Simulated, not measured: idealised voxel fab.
process module | voxel capacitor over wiring
cross-section cut | 265 nm wide | cells 5 nm
A cross-section is a grid of square cells, given in bands from the top down. A band is one or more rows of cells.
Each band's line starts with the height of the band's top and of its bottom, in nm. Then come its materials from left to right, each with its width in nm. One material with "throughout" fills the band from edge to edge. "air" is empty space.
Height 0 is the level under which the wafer as received is all one material. The lowest band goes on downwards, as in "0 down".
A width such as "30 to 40" changes by the same amount from each row of cells to the next, from the band's top row to its bottom row.
"no change" after a step means that no cell of the cross-section changed.
closed voids: empty space of 8 cells or more with no open way to the top, each as width x height at its distance from the left edge, in nm
after a step's settings: what the simulator itself notes on the step
overlay nm, on a step with a mask: how far to the right of its planned place the mask lay; to the left if negative
plan
1 op RECEIVE | material Si
2 op CONFORMAL_DEP | material SiO2 | thk nm 15
3 op CONFORMAL_DEP | material SiN | thk nm 5
4 op DIRECTIONAL_DEP | material lowk | thk nm 25
5 op PATTERN | tone open | mask id METAL_1 | material resist | width nm 30 | pitch nm 85 | thk nm 15 | overlay nm 0
6 op DIRECTIONAL_ETCH | etch materials lowk | depth nm 25
7 op DIRECTIONAL_ETCH | etch materials SiN | depth nm 5
8 op STRIP | etch materials resist
9 op CONFORMAL_DEP | material TiN | thk nm 5
10 op FILL_DEP | material W | thk nm 10
11 op CMP | height nm 45
12 op EPI | material Ru | thk nm 5
13 op FILL_DEP | material SiCN | thk nm 5
14 op DIRECTIONAL_DEP | material lowk | thk nm 20
15 op MASKED_ETCH | tone open | mask id PLUG_1 | width nm 15 | etch materials lowk | depth nm 20 | overlay nm 0
16 op MASKED_ETCH | tone open | mask id PLUG_1 | width nm 15 | etch materials SiCN | depth nm 5 | overlay nm 0
17 op CONFORMAL_DEP | material TiN | thk nm 5
18 op FILL_DEP | material Cu | thk nm 5
19 op CMP | height nm 75
20 op DIRECTIONAL_DEP | material TiN | thk nm 10
21 op DIRECTIONAL_DEP | material HfO2 | thk nm 5
22 op DIRECTIONAL_DEP | material TiN | thk nm 5
23 op DIRECTIONAL_DEP | material aC | thk nm 15
24 op PATTERN | tone cover | mask id UPPER_PLATE | material resist | width nm 60 | thk nm 35 | overlay nm 0
25 op DIRECTIONAL_ETCH | etch materials aC | depth nm 15
26 op STRIP | etch materials resist
27 op DIRECTIONAL_ETCH | etch materials TiN | depth nm 5
28 op DIRECTIONAL_ETCH | etch materials HfO2 | depth nm 5
29 op STRIP | etch materials aC
30 op MASKED_ETCH | tone cover | mask id LOWER_PLATE | width nm 70 | etch materials TiN | depth nm 10 | overlay nm 0
31 op FILL_DEP | material SiO2 | thk nm 15
32 op CMP | height nm 105
33 op PATTERN | tone open | mask id PLUG_2 | material resist | width nm 15 | thk nm 15 | overlay nm 0
34 op DIRECTIONAL_ETCH | etch materials SiO2 | depth nm 10
35 op STRIP | etch materials resist
36 op CONFORMAL_DEP | material TiN | thk nm 5
37 op FILL_DEP | material Ru | thk nm 5
38 op CMP | height nm 105
39 op CONFORMAL_DEP | material SiCN | thk nm 5
as received, after step 1
  0 down: Si throughout
  closed voids: none
a wafer at the end: this start, this plan, one mistake
  110 to 105: SiCN throughout
  105 to 95: Ru throughout
  95 to 90: TiN throughout
  90 to 85: HfO2 throughout
  85 to 75: TiN throughout
  75 to 55: lowk 90 | TiN 5 | Cu 5 | TiN 5 | lowk 160
  55 to 50: SiCN 90 | TiN 15 | SiCN 160
  50 to 45: SiCN 70 | Ru 40 | SiCN 45 | Ru 40 | SiCN 70
  45 to 20: lowk 75 | TiN 5 | W 20 | TiN 5 | lowk 55 | TiN 5 | W 20 | TiN 5 | lowk 75
  20 to 15: SiN 75 | TiN 30 | SiN 55 | TiN 30 | SiN 75
  15 to 0: SiO2 throughout
  0 down: Si throughout
  closed voids: none
what went wrong: step 23 ran as: op DIRECTIONAL_DEP | material Ru | thk nm 15
